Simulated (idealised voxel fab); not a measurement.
Proc. module: voxel capacitor over wiring
Xsec cut, 250 nm wide, square cell size 5 nm.
The cross-sections in this document take the form of a grid made of square cells. They are written out as bands, in order from top to bottom. Each band consists of one or more rows of cells.
Basically the band line says how high the top is and how high the bottom is, in nm, and then what's in it from left to right, every material with its width in nm. Empty space shows up as "air", and if a single material carries "full width" it runs the full band edge to edge.
Heads up on the height convention: 0 is the point under which the incoming wafer is all one material, and the lowest band has no bottom, it just keeps going down, like "0 and below".
A width such as "30 to 40" changes by the same amount from each row of cells to the next, from the band's top row to its bottom row.
It should be understood that the words "same as before", when stated for a given step, signify that the cross-section underwent no change in any of its cells during that step.
This entry, "Closed void roster", enumerates those empty regions of no fewer than 8 cells that possess no open connection to the top. Each region is reported in the form width x height at distance, the distance being taken from the left edge, with all three quantities expressed in nm.
Step line, after settings: the simulator's comment on this step.
A step line may carry the setting "overlay nm", which, for steps involving a mask, states the distance by which the mask lay to the right of its intended position; negative values denote displacement to the left.
This section lists the process steps that were planned
1) RECEIVE,material Si
2) CONFORMAL_DEP,material SiO2,thk nm 15
3) DIRECTIONAL_DEP,material TiN,thk nm 5
4) DIRECTIONAL_DEP,material W,thk nm 15
5) MASKED_ETCH,tone cover,mask id METAL_1,width nm 25,pitch nm 75,etch materials W,depth nm 15,overlay nm 0
6) MASKED_ETCH,tone cover,mask id METAL_1,width nm 25,pitch nm 75,etch materials TiN,depth nm 5,overlay nm 0
7) FILL_DEP,material lowk,thk nm 10
8) CMP,height nm 35
9) CONFORMAL_DEP,material SiCN,thk nm 5
10) DIRECTIONAL_DEP,material SiO2,thk nm 15
11) DIRECTIONAL_DEP,material aC,thk nm 15
12) PATTERN,tone open,mask id PLUG_1,material resist,width nm 15,thk nm 30,overlay nm 0
13) DIRECTIONAL_ETCH,etch materials aC,depth nm 15
14) STRIP,etch materials resist
15) DIRECTIONAL_ETCH,etch materials SiO2,depth nm 15
16) DIRECTIONAL_ETCH,etch materials SiCN,depth nm 5
17) STRIP,etch materials aC
18) CONFORMAL_DEP,material TiN,thk nm 5
19) FILL_DEP,material Cu,thk nm 10
20) CMP,height nm 55
21) DIRECTIONAL_DEP,material TiN,thk nm 5
22) DIRECTIONAL_DEP,material Al2O3,thk nm 5
23) DIRECTIONAL_DEP,material TiN,thk nm 10
24) DIRECTIONAL_DEP,material aC,thk nm 10
25) PATTERN,tone cover,mask id UPPER_PLATE,material resist,width nm 55,thk nm 30,overlay nm 0
26) DIRECTIONAL_ETCH,etch materials aC,depth nm 10
27) STRIP,etch materials resist
28) DIRECTIONAL_ETCH,etch materials TiN,depth nm 10
29) DIRECTIONAL_ETCH,etch materials Al2O3,depth nm 5
30) STRIP,etch materials aC
31) DIRECTIONAL_DEP,material aC,thk nm 15
32) PATTERN,tone cover,mask id LOWER_PLATE,material resist,width nm 65,thk nm 30,overlay nm 0
33) DIRECTIONAL_ETCH,etch materials aC,depth nm 15
34) STRIP,etch materials resist
35) DIRECTIONAL_ETCH,etch materials TiN,depth nm 5
36) STRIP,etch materials aC
37) FILL_DEP,material SiO2,thk nm 20
38) CMP,height nm 90
39) DIRECTIONAL_DEP,material aC,thk nm 10
40) PATTERN,tone open,mask id PLUG_2,material resist,width nm 15,thk nm 30,overlay nm 0
41) DIRECTIONAL_ETCH,etch materials aC,depth nm 10
42) STRIP,etch materials resist
43) DIRECTIONAL_ETCH,etch materials SiO2,depth nm 15
44) STRIP,etch materials aC
45) CONFORMAL_DEP,material TiN,thk nm 5
46) FILL_DEP,material W,thk nm 5
47) CMP,height nm 90
48) CONFORMAL_DEP,material SiCN,thk nm 5
Incoming wafer in cross-section (state: after step 1)
0 and below  Si full width
Closed void roster: none
Cross-sectional result after module completion. Note: starting condition and plan are unchanged from above; one processing mistake was made
95 down to 90  SiCN full width
90 down to 80  95 nm SiO2 | 5 nm TiN | 5 nm W | 5 nm TiN | 140 nm SiO2
80 down to 75  95 nm SiO2 | 15 nm TiN | 140 nm SiO2
75 down to 65  85 nm SiO2 | 55 nm TiN | 110 nm SiO2
65 down to 60  85 nm SiO2 | 55 nm Al2O3 | 110 nm SiO2
60 down to 55  80 nm SiO2 | 65 nm TiN | 105 nm SiO2
55 down to 40  85 nm SiO2 | 5 nm TiN | 5 nm Cu | 5 nm TiN | 150 nm SiO2
40 down to 35  85 nm SiCN | 15 nm TiN | 150 nm SiCN
35 down to 30  75 nm lowk | 25 nm TiN | 50 nm lowk | 25 nm TiN | 75 nm lowk
30 down to 15  W full width
15 down to 0  SiO2 full width
0 and below  Si full width
Closed void roster: none
Heads up, the wafer didn't run the way we planned it: step 4 occupied the plan position of step 3, and the converse holds as well
